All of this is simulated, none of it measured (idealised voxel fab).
Presented below is a process module, voxel capacitor over wiring.
FYI the section here is cut, 165 nm wide, cells are 5 nm squares.
Cross-section, as written here: a square-cell grid given band by band from the top down, where a band holds one or more rows of cells.
Within each band entry, the heights of the top and of the bottom of the band appear first, in that order and in nm; the materials of the band then follow from left to right, each with its corresponding width in nm. The designation "throughout" on a single material indicates that it fills the band from edge to edge; the designation "empty" indicates empty space.
A quick word on heights: they are counted from 0, and under that level the wafer as it came to us is one material throughout. The lowest band is different from the rest in having no bottom; it simply continues downward, written as in "top 0, no bottom".
Read "30 to 40" as a graded width: first number on top, second number at the bottom, same change between each pair of neighbouring rows.
"remained unchanged" after a step means that no cell of the cross-section changed.
"Enclosed cavities" specifies each empty space that is not open to the top and that occupies no fewer than 8 cells, using the form width x height at distance, the distance measured from the left edge and all three quantities in nm.
Note: text after step settings on the step line = simulator remark on that step.
When a step includes a mask, the "overlay nm" setting on its line states how far to the right of its planned place that mask lay, and negative values state how far to the left.
These are the steps we planned for the process:
1,RECEIVE, material Si
2,CONFORMAL_DEP, material SiO2, thk nm 10
3,DIRECTIONAL_DEP, material TiN, thk nm 5
4,DIRECTIONAL_DEP, material W, thk nm 15
5,MASKED_ETCH, tone cover, mask id METAL_1, width nm 30, pitch nm 95, etch materials W, depth nm 15, overlay nm 0
6,MASKED_ETCH, tone cover, mask id METAL_1, width nm 30, pitch nm 95, etch materials TiN, depth nm 5, overlay nm 0
7,FILL_DEP, material lowk, thk nm 10
8,CMP, height nm 30
9,CONFORMAL_DEP, material SiCN, thk nm 5
10,DIRECTIONAL_DEP, material SiO2, thk nm 20
11,PATTERN, tone open, mask id PLUG_1, material resist, width nm 15, thk nm 15, overlay nm 0
12,DIRECTIONAL_ETCH, etch materials SiO2, depth nm 20
13,DIRECTIONAL_ETCH, etch materials SiCN, depth nm 5
14,STRIP, etch materials resist
15,CONFORMAL_DEP, material TiN, thk nm 5
16,FILL_DEP, material W, thk nm 5
17,CMP, height nm 55
18,DIRECTIONAL_DEP, material TiN, thk nm 10
19,DIRECTIONAL_DEP, material SiN, thk nm 5
20,DIRECTIONAL_DEP, material TiN, thk nm 5
21,DIRECTIONAL_DEP, material aC, thk nm 10
22,PATTERN, tone cover, mask id UPPER_PLATE, material resist, width nm 70, thk nm 30, overlay nm 0
23,DIRECTIONAL_ETCH, etch materials aC, depth nm 10
24,STRIP, etch materials resist
25,DIRECTIONAL_ETCH, etch materials TiN, depth nm 5
26,DIRECTIONAL_ETCH, etch materials SiN, depth nm 5
27,STRIP, etch materials aC
28,PATTERN, tone cover, mask id LOWER_PLATE, material resist, width nm 80, thk nm 15, overlay nm 0
29,DIRECTIONAL_ETCH, etch materials TiN, depth nm 10
30,STRIP, etch materials resist
31,FILL_DEP, material SiO2, thk nm 20
32,CMP, height nm 90
33,MASKED_ETCH, tone open, mask id PLUG_2, width nm 15, etch materials SiO2, depth nm 15, overlay nm 0
34,CONFORMAL_DEP, material TiN, thk nm 5
35,FILL_DEP, material Ru, thk nm 5
36,CMP, height nm 90
37,CONFORMAL_DEP, material SiN, thk nm 5
Run as planned: first of two wafers:
Cross-section of the wafer at receipt, which is the condition after step 1:
- top 0, no bottom | Si throughout
- Enclosed cavities: none
You're looking at a cross-section of the wafer after step 2:
- top 10, bottom 0 | SiO2 throughout
- Everything under 0 stays put, no change at all.
You're looking at a cross-section of the wafer after step 3:
- top 15, bottom 10 | TiN throughout
- Everything under 10 stays put, no change at all.
You're looking at a cross-section of the wafer after step 4:
- top 30, bottom 15 | W throughout
- Everything under 15 stays put, no change at all.
You're looking at a cross-section of the wafer after step 5:
- top 30, bottom 15 | 20 of empty / 30 of W / 65 of empty / 30 of W / 20 of empty
- Everything under 15 stays put, no change at all.
You're looking at a cross-section of the wafer after step 6:
- top 30, bottom 15 | 20 of empty / 30 of W / 65 of empty / 30 of W / 20 of empty
- top 15, bottom 10 | 20 of empty / 30 of TiN / 65 of empty / 30 of TiN / 20 of empty
- Everything under 10 stays put, no change at all.
You're looking at a cross-section of the wafer after step 7:
- top 40, bottom 30 | lowk throughout
- top 30, bottom 15 | 20 of lowk / 30 of W / 65 of lowk / 30 of W / 20 of lowk
- top 15, bottom 10 | 20 of lowk / 30 of TiN / 65 of lowk / 30 of TiN / 20 of lowk
- Everything under 10 stays put, no change at all.
You're looking at a cross-section of the wafer after step 8:
- top 30, bottom 15 | 20 of lowk / 30 of W / 65 of lowk / 30 of W / 20 of lowk
- Everything under 15 stays put, no change at all.
You're looking at a cross-section of the wafer after step 9:
- top 35, bottom 30 | SiCN throughout
- Everything under 30 stays put, no change at all.
You're looking at a cross-section of the wafer after step 10:
- top 55, bottom 35 | SiO2 throughout
- Everything under 35 stays put, no change at all.
You're looking at a cross-section of the wafer after step 11:
- top 70, bottom 55 | 35 of resist / 15 of empty / 115 of resist
- Everything under 55 stays put, no change at all.
You're looking at a cross-section of the wafer after step 12:
- top 70, bottom 55 | 35 of resist / 15 of empty / 115 of resist
- top 55, bottom 35 | 35 of SiO2 / 15 of empty / 115 of SiO2
- Everything under 35 stays put, no change at all.
You're looking at a cross-section of the wafer after step 13:
- top 70, bottom 55 | 35 of resist / 15 of empty / 115 of resist
- top 55, bottom 35 | 35 of SiO2 / 15 of empty / 115 of SiO2
- top 35, bottom 30 | 35 of SiCN / 15 of empty / 115 of SiCN
- Everything under 30 stays put, no change at all.
You're looking at a cross-section of the wafer after step 14:
- top 55, bottom 35 | 35 of SiO2 / 15 of empty / 115 of SiO2
- Everything under 35 stays put, no change at all.
You're looking at a cross-section of the wafer after step 15:
- top 60, bottom 55 | 40 of TiN / 5 of empty / 120 of TiN
- top 55, bottom 35 | 35 of SiO2 / 5 of TiN / 5 of empty / 5 of TiN / 115 of SiO2
- top 35, bottom 30 | 35 of SiCN / 15 of TiN / 115 of SiCN
- Everything under 30 stays put, no change at all.
You're looking at a cross-section of the wafer after step 16:
- top 65, bottom 60 | W throughout
- top 60, bottom 55 | 40 of TiN / 5 of W / 120 of TiN
- top 55, bottom 35 | 35 of SiO2 / 5 of TiN / 5 of W / 5 of TiN / 115 of SiO2
- Everything under 35 stays put, no change at all.
You're looking at a cross-section of the wafer after step 17:
- top 55, bottom 35 | 35 of SiO2 / 5 of TiN / 5 of W / 5 of TiN / 115 of SiO2
- Everything under 35 stays put, no change at all.
You're looking at a cross-section of the wafer after step 18:
- top 65, bottom 55 | TiN throughout
- Everything under 55 stays put, no change at all.
You're looking at a cross-section of the wafer after step 19:
- top 70, bottom 65 | SiN throughout
- Everything under 65 stays put, no change at all.
You're looking at a cross-section of the wafer after step 20:
- top 75, bottom 70 | TiN throughout
- Everything under 70 stays put, no change at all.
You're looking at a cross-section of the wafer after step 21:
- top 85, bottom 75 | aC throughout
- Everything under 75 stays put, no change at all.
You're looking at a cross-section of the wafer after step 22:
- top 115, bottom 85 | 35 of empty / 70 of resist / 60 of empty
- Everything under 85 stays put, no change at all.
You're looking at a cross-section of the wafer after step 23:
- top 105, bottom 85 | 35 of empty / 70 of resist / 60 of empty
- top 85, bottom 75 | 35 of empty / 70 of aC / 60 of empty
- Everything under 75 stays put, no change at all.
You're looking at a cross-section of the wafer after step 24:
- top 85, bottom 75 | 35 of empty / 70 of aC / 60 of empty
- Everything under 75 stays put, no change at all.
You're looking at a cross-section of the wafer after step 25:
- top 85, bottom 75 | 35 of empty / 70 of aC / 60 of empty
- top 75, bottom 70 | 35 of empty / 70 of TiN / 60 of empty
- Everything under 70 stays put, no change at all.
You're looking at a cross-section of the wafer after step 26:
- top 85, bottom 75 | 35 of empty / 70 of aC / 60 of empty
- top 75, bottom 70 | 35 of empty / 70 of TiN / 60 of empty
- top 70, bottom 65 | 35 of empty / 70 of SiN / 60 of empty
- Everything under 65 stays put, no change at all.
You're looking at a cross-section of the wafer after step 27:
- top 75, bottom 70 | 35 of empty / 70 of TiN / 60 of empty
- Everything under 70 stays put, no change at all.
You're looking at a cross-section of the wafer after step 28:
- top 90, bottom 75 | 30 of empty / 80 of resist / 55 of empty
- top 75, bottom 70 | 30 of empty / 5 of resist / 70 of TiN / 5 of resist / 55 of empty
- top 70, bottom 65 | 30 of empty / 5 of resist / 70 of SiN / 5 of resist / 55 of empty
- Everything under 65 stays put, no change at all.
You're looking at a cross-section of the wafer after step 29:
- top 90, bottom 75 | 30 of empty / 80 of resist / 55 of empty
- top 75, bottom 70 | 30 of empty / 5 of resist / 70 of TiN / 5 of resist / 55 of empty
- top 70, bottom 65 | 30 of empty / 5 of resist / 70 of SiN / 5 of resist / 55 of empty
- top 65, bottom 55 | 30 of empty / 80 of TiN / 55 of empty
- Everything under 55 stays put, no change at all.
You're looking at a cross-section of the wafer after step 30:
- top 75, bottom 70 | 35 of empty / 70 of TiN / 60 of empty
- top 70, bottom 65 | 35 of empty / 70 of SiN / 60 of empty
- Everything under 65 stays put, no change at all.
You're looking at a cross-section of the wafer after step 31:
- top 95, bottom 75 | SiO2 throughout
- top 75, bottom 70 | 35 of SiO2 / 70 of TiN / 60 of SiO2
- top 70, bottom 65 | 35 of SiO2 / 70 of SiN / 60 of SiO2
- top 65, bottom 55 | 30 of SiO2 / 80 of TiN / 55 of SiO2
- Everything under 55 stays put, no change at all.
You're looking at a cross-section of the wafer after step 32:
- top 90, bottom 75 | SiO2 throughout
- Everything under 75 stays put, no change at all.
You're looking at a cross-section of the wafer after step 33:
- top 90, bottom 75 | 45 of SiO2 / 15 of empty / 105 of SiO2
- Everything under 75 stays put, no change at all.
You're looking at a cross-section of the wafer after step 34:
- top 95, bottom 90 | 50 of TiN / 5 of empty / 110 of TiN
- top 90, bottom 80 | 45 of SiO2 / 5 of TiN / 5 of empty / 5 of TiN / 105 of SiO2
- top 80, bottom 70 | 45 to 35 of SiO2 / 15 to 70 of TiN / 105 to 60 of SiO2
- Everything under 70 stays put, no change at all.
You're looking at a cross-section of the wafer after step 35:
- top 100, bottom 95 | Ru throughout
- top 95, bottom 90 | 50 of TiN / 5 of Ru / 110 of TiN
- top 90, bottom 80 | 45 of SiO2 / 5 of TiN / 5 of Ru / 5 of TiN / 105 of SiO2
- Everything under 80 stays put, no change at all.
You're looking at a cross-section of the wafer after step 36:
- top 90, bottom 80 | 45 of SiO2 / 5 of TiN / 5 of Ru / 5 of TiN / 105 of SiO2
- Everything under 80 stays put, no change at all.
You're looking at a cross-section of the wafer after step 37:
- top 95, bottom 90 | SiN throughout
- Everything under 90 stays put, no change at all.
For the second wafer, take the first wafer's start and plan, then add one mistake made in running it; everything through step 36, that step included, is shared with the first:
Second wafer, sectioned view, at step 37's planned end time:
- top 105, bottom 90 | SiN throughout
- Everything under 90 stays put, no change at all.
what went wrong: step 37: run off-plan, actual operation and settings CONFORMAL_DEP, material SiN, thk nm 15
It is noted that, at the conclusion of processing, the second wafer exhibits a higher or lower cell count for certain materials relative to the first: 66 more of SiN
